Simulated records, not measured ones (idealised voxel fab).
The name of this process module is voxel local oxidation.
210 nm wide, 5 nm square cells: that's cross-section cut.
Think of the cross-section as a grid of square cells. We describe it in bands, top to bottom, and each band covers one or more rows of those cells. Band: top height; bottom height; in nm. Then, left to right: material with width in nm, for each material. "edge to edge": a single material spanning edge to edge. "blank": empty space. Convention: height 0 is the level below which the wafer, as received, is all one material. The lowest band does not terminate at the bottom but continues downward, represented as "top 0, no bottom". The two numbers in a width such as "30 to 40" mark its ends across the band: the first belongs to the top row of cells, the second to the bottom row, and from each row to the next the width moves by the same amount. When a step is marked "no change", none of the cells in the cross-section changed during that step. Empty spaces counting at least 8 cells and having no open way to the top are listed in "Fully enclosed voids". The notation width x height at distance is used for each, the distance being from the left edge and all three values in nm. Note: text after step settings on the step line = simulator remark on that step. "overlay nm" denotes, for a step that has a mask, the displacement of the mask to the right of its planned place, with negative values corresponding to the left.
PROCESS STEPS FORESEEN IN THE PLAN
| 1 | RECEIVE (material Si) |
| 2 | OXIDIZE (depth nm 5) |
| 3 | CONFORMAL_DEP (material SiN; thk nm 10) |
| 4 | DIRECTIONAL_DEP (material aC; thk nm 15) |
| 5 | PATTERN (tone cover; mask id ACTIVE; material resist; width nm 90; thk nm 30; overlay nm 0) |
| 6 | DIRECTIONAL_ETCH (etch materials aC; depth nm 15) |
| 7 | STRIP (etch materials resist) |
| 8 | DIRECTIONAL_ETCH (etch materials SiN; depth nm 10) |
| 9 | STRIP (etch materials aC) |
| 10 | SELECTIVE_ETCH (etch materials SiO2; depth nm 5) |
| 11 | OXIDIZE (depth nm 15) |
| 12 | STRIP (etch materials SiN) |
THE FIRST WAFER OF TWO, PROCESSED AS PLANNED
INCOMING WAFER IN CROSS-SECTION (STATE: AFTER STEP 1)
  top 0, no bottom = Si edge to edge
  Fully enclosed voids: none
THE FOLLOWING CROSS-SECTION DEPICTS THE WAFER UPON COMPLETION OF STEP 2
  top 0, bottom -5 = SiO2 edge to edge
  At heights below -5, the structure remains unaltered.
THE FOLLOWING CROSS-SECTION DEPICTS THE WAFER UPON COMPLETION OF STEP 3
  top 10, bottom 0 = SiN edge to edge
  At heights below 0, the structure remains unaltered.
THE FOLLOWING CROSS-SECTION DEPICTS THE WAFER UPON COMPLETION OF STEP 4
  top 25, bottom 10 = aC edge to edge
  At heights below 10, the structure remains unaltered.
THE FOLLOWING CROSS-SECTION DEPICTS THE WAFER UPON COMPLETION OF STEP 5
  top 55, bottom 25 = blank (60), then resist (90), then blank (60)
  At heights below 25, the structure remains unaltered.
THE FOLLOWING CROSS-SECTION DEPICTS THE WAFER UPON COMPLETION OF STEP 6
  top 40, bottom 25 = blank (60), then resist (90), then blank (60)
  top 25, bottom 10 = blank (60), then aC (90), then blank (60)
  At heights below 10, the structure remains unaltered.
THE FOLLOWING CROSS-SECTION DEPICTS THE WAFER UPON COMPLETION OF STEP 7
  top 25, bottom 10 = blank (60), then aC (90), then blank (60)
  At heights below 10, the structure remains unaltered.
THE FOLLOWING CROSS-SECTION DEPICTS THE WAFER UPON COMPLETION OF STEP 8
  top 25, bottom 10 = blank (60), then aC (90), then blank (60)
  top 10, bottom 0 = blank (60), then SiN (90), then blank (60)
  At heights below 0, the structure remains unaltered.
THE FOLLOWING CROSS-SECTION DEPICTS THE WAFER UPON COMPLETION OF STEP 9
  top 10, bottom 0 = blank (60), then SiN (90), then blank (60)
  At heights below 0, the structure remains unaltered.
THE FOLLOWING CROSS-SECTION DEPICTS THE WAFER UPON COMPLETION OF STEP 10
  top 10, bottom 0 = blank (60), then SiN (90), then blank (60)
  top 0, bottom -5 = blank (65), then SiO2 (80), then blank (65)
  At heights below -5, the structure remains unaltered.
THE FOLLOWING CROSS-SECTION DEPICTS THE WAFER UPON COMPLETION OF STEP 11
  top 10, bottom 0 = blank (60), then SiN (90), then blank (60)
  top 0, bottom -5 = blank (65), then SiO2 (80), then blank (65)
  top -5, bottom -20 = SiO2 (80), then Si (50), then SiO2 (80)
  At heights below -20, the structure remains unaltered.
THE FOLLOWING CROSS-SECTION DEPICTS THE WAFER UPON COMPLETION OF STEP 12
  top 0, bottom -5 = blank (65), then SiO2 (80), then blank (65)
  At heights below -5, the structure remains unaltered.
SECOND OF TWO: SAME START, SAME PLAN, ONE RUN ERROR; STEPS UP TO AND INCLUDING 6 MATCH THE FIRST
THE SECOND WAFER IN CROSS-SECTION, AT THE PLANNED CLOSE OF STEP 7
  top 25, bottom 10 = blank (60), then aC (90), then blank (60)
  At heights below 10, the structure remains unaltered.
THE SECOND WAFER IN CROSS-SECTION, AT THE PLANNED CLOSE OF STEP 8
  top 25, bottom 10 = blank (60), then aC (90), then blank (60)
  top 10, bottom 0 = blank (60), then SiN (90), then blank (60)
  At heights below 0, the structure remains unaltered.
THE SECOND WAFER IN CROSS-SECTION, AT THE PLANNED CLOSE OF STEP 9
  top 10, bottom 0 = blank (60), then SiN (90), then blank (60)
  At heights below 0, the structure remains unaltered.
THE SECOND WAFER IN CROSS-SECTION, AT THE PLANNED CLOSE OF STEP 10
  top 10, bottom 0 = blank (60), then SiN (90), then blank (60)
  top 0, bottom -5 = blank (65), then SiO2 (80), then blank (65)
  At heights below -5, the structure remains unaltered.
THE SECOND WAFER IN CROSS-SECTION, AT THE PLANNED CLOSE OF STEP 11
  top 10, bottom 0 = blank (60), then SiN (90), then blank (60)
  top 0, bottom -5 = blank (65), then SiO2 (80), then blank (65)
  top -5, bottom -20 = SiO2 (80), then Si (50), then SiO2 (80)
  At heights below -20, the structure remains unaltered.
THE SECOND WAFER IN CROSS-SECTION, AT THE PLANNED CLOSE OF STEP 12
  top 0, bottom -5 = blank (65), then SiO2 (80), then blank (65)
  At heights below -5, the structure remains unaltered.
Want to know what went wrong? step 7 was run twice
The mistake has no effect on what this model computes, because the two wafers end with the same cross-section.
